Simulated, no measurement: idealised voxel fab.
Title: Process Module voxel lift off
Cross-section cut: width 295 nm, square cells of 5 nm.
Bands, listed from the top down, are how a cross-section gets written in this document; the cross-section itself is a grid of square cells, and a band is one or more rows of them.
Per band: top height and bottom height in nm, followed by the left-to-right materials and their widths in nm; "everywhere" marks a single material spanning edge to edge, "air" marks empty space.
Heads up on the height convention: 0 is the point under which the incoming wafer is all one material, and the lowest band has no bottom, it just keeps going down, like "z 0 and below".
With a width like "30 to 40", each row of cells in the band differs from the next by the same amount, the top row carrying the first number and the bottom row the second.
"nothing different" for a step: no cell of the cross-section changed in that step.
Under "Closed void roster" you'll find the enclosed gaps, the ones with no way out to the top, that are 8 cells or bigger; each reads width x height at distance, with distance counted from the left edge, everything in nm.
On each step's line, the part that comes after the settings is the simulator's own comment on the step.
For masked steps, "overlay nm" on the step line gives how far right of plan the mask actually lay; a minus sign means it lay to the left.

Steps in the process plan:
1 RECEIVE [material Si]
2 CONFORMAL_DEP [material SiN] [thk nm 5]
3 PATTERN [tone open] [mask id LINES] [material resist] [width nm 30] [pitch nm 50] [thk nm 20] [overlay nm -15]
4 DIRECTIONAL_DEP [material Ru] [thk nm 10]
5 STRIP [etch materials resist]
6 CONFORMAL_DEP [material SiN] [thk nm 10]
The plan shows the overlay nm of step 3 as the first wafer had it; this setting differs between the wafers, which start out alike.

First wafer of several, as received: cross-section after step 1:
z 0 and below = Si everywhere
Closed void roster: none

Below, a row for every wafer. Read it as the end-of-module picture: for each material the wafer shows its cells gained (+) or lost (-) since it was received, and then its closed voids:
overlay nm -15; +48 Ru; +209 SiN; Closed void roster: none
overlay nm -10; +48 Ru; +209 SiN; Closed void roster: none
overlay nm -5; +48 Ru; +209 SiN; Closed void roster: none
overlay nm 0; +48 Ru; +209 SiN; Closed void roster: none
overlay nm 5; +48 Ru; +209 SiN; Closed void roster: none
overlay nm 10; +48 Ru; +209 SiN; Closed void roster: none
overlay nm 15; +48 Ru; +209 SiN; Closed void roster: none
